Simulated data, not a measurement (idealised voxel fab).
Name of the process module below: voxel quadruple lines
Cross-sectional view cut (width: 195 nm; square cell size: 5 nm).
This document writes a cross-section as a grid whose cells are square, and gives it as bands, listed from the top down; one or more rows of cells form a band. It is stipulated that each band's entry specify, in nanometres, the height of the top of the band and then that of its bottom, followed by the materials of the band in left-to-right sequence, each together with its width in nanometres. A single material marked by the word "everywhere" is understood to fill the band from edge to edge; the word "air" is understood to denote empty space. Height datum 0, below which the as-received substrate wafer is one material. Lowest band open at the bottom, running downward: "0 and below". A width given as "30..40" starts at the first number in the band's top row and ends at the second number in its bottom row, shifting by an equal amount at every step from row to row. Take "no alteration" at face value: in the step it is given for, the cross-section changed in none of its cells. Under "Sealed internal voids" you'll find the enclosed gaps, the ones with no way out to the top, that are 8 cells or bigger; each reads width x height at distance, with distance counted from the left edge, everything in nm. Where a step's line continues beyond its settings, the continuation is a remark by the simulator itself on that step. overlay nm: step with mask; distance mask lay right of planned place; negative value = left of planned place.
The following list gives the planned process steps:
1,RECEIVE [material Si]
2,CONFORMAL_DEP [material Al2O3] [thk nm 5]
3,DIRECTIONAL_DEP [material W] [thk nm 10]
4,DIRECTIONAL_DEP [material polySi] [thk nm 15]
5,DIRECTIONAL_DEP [material aC] [thk nm 25]
6,PATTERN [tone cover] [mask id MANDREL] [material resist] [width nm 25] [thk nm 35] [overlay nm 0]
7,DIRECTIONAL_ETCH [etch materials aC] [depth nm 25]
8,STRIP [etch materials resist]
9,CONFORMAL_DEP [material SiO2] [thk nm 15]
10,DIRECTIONAL_ETCH [etch materials SiO2] [depth nm 15]
11,STRIP [etch materials aC]
12,DIRECTIONAL_ETCH [etch materials polySi] [depth nm 15]
13,STRIP [etch materials SiO2]
14,CONFORMAL_DEP [material SiCN] [thk nm 5]
15,DIRECTIONAL_ETCH [etch materials SiCN] [depth nm 5]
16,STRIP [etch materials polySi]
17,DIRECTIONAL_ETCH [etch materials W] [depth nm 10]
18,STRIP [etch materials SiCN]
19,FILL_DEP [material SiO2] [thk nm 5]
20,CMP [height nm 15]
Wafer at receipt (post step 1), cross-section:
	0 and below | Si everywhere
	Sealed internal voids: none
Cross-section, first of two wafers, end of module, run as planned:
	15 down to 5 | SiO2 (65) | W (5) | SiO2 (15) | W (5) | SiO2 (15) | W (5) | SiO2 (15) | W (5) | SiO2 (65)
	5 down to 0 | Al2O3 everywhere
	0 and below | Si everywhere
	Sealed internal voids: none
Same start, same plan as the first wafer - but one mistake in the run. Cross-section of the second of the two at the end of the module:
	15 down to 5 | SiO2 (70) | W (5) | SiO2 (15) | W (5) | SiO2 (5) | W (5) | SiO2 (15) | W (5) | SiO2 (70)
	5 down to 0 | Al2O3 everywhere
	0 and below | Si everywhere
	Sealed internal voids: none
Finding, execution versus plan: step 6 did not happen as planned, as run it was PATTERN [tone cover] [mask id MANDREL] [material resist] [width nm 15] [thk nm 35] [overlay nm 0]
By the end, you'd get the same cell count for each material on either wafer, but the second wafer puts them somewhere else.
